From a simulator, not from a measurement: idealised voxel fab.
The process module presented herein is designated voxel lift off.
FYI the section here is cut, 300 nm wide, cells are 5 nm squares.
If you're reading a cross-section in this doc, picture square cells in a grid; it comes to you as bands, top ones listed first down to the bottom, and a band can be one or more rows of cells.
This entry defines a band. It first specifies the height of the band's top and the height of its bottom in nm, and then specifies the band's materials from left to right, stating each material with its width in nm. The word "throughout" identifies a single material that fills the band from edge to edge, while the word "air" identifies empty space.
Heights are expressed relative to 0, this being the level below which the as-received wafer comprises one material exclusively. The lowest band is unbounded in the downward direction and is denoted as in "0 nm and below".
Top row gets the first number, bottom row gets the second, and each row in between changes by the same step: that is how a band width like "30..40" works.
The designation "same as before", where it is given for a processing step, indicates that no cell of the cross-section was altered in the course of that step.
Empty spaces without an open route to the top, at least 8 cells in extent, make up the entry "Enclosed void catalog"; each is given as width x height at distance, where the distance is measured from the left edge, and all are in nm.
Read whatever lies past the settings on a step's line as the simulator's own remark about the step.
"overlay nm", when on a step's line for a step with a mask, measures how far to the right of its planned place the mask lay; a negative measure means to the left.
Set out below are the planned steps of the process:
1: op RECEIVE | material Si
2: op CONFORMAL_DEP | material Al2O3 | thk nm 5
3: op PATTERN | tone open | mask id LINES | material resist | width nm 20 | pitch nm 45 | thk nm 15 | overlay nm 0
4: op DIRECTIONAL_DEP | material Ru | thk nm 5
5: op STRIP | etch materials resist
6: op CONFORMAL_DEP | material SiO2 | thk nm 5
Incoming wafer, cross-sectional view, post step 1:
  0 nm and below: Si throughout
  Enclosed void catalog: none
Wafer cross-section at end of module: start and plan as shown above, one execution error:
  10 nm to 5 nm: SiO2 throughout
  5 nm to 0 nm: Al2O3 throughout
  0 nm and below: Si throughout
  Enclosed void catalog: none
Diagnosis: yeah, step 4 of the plan got skipped, never ran
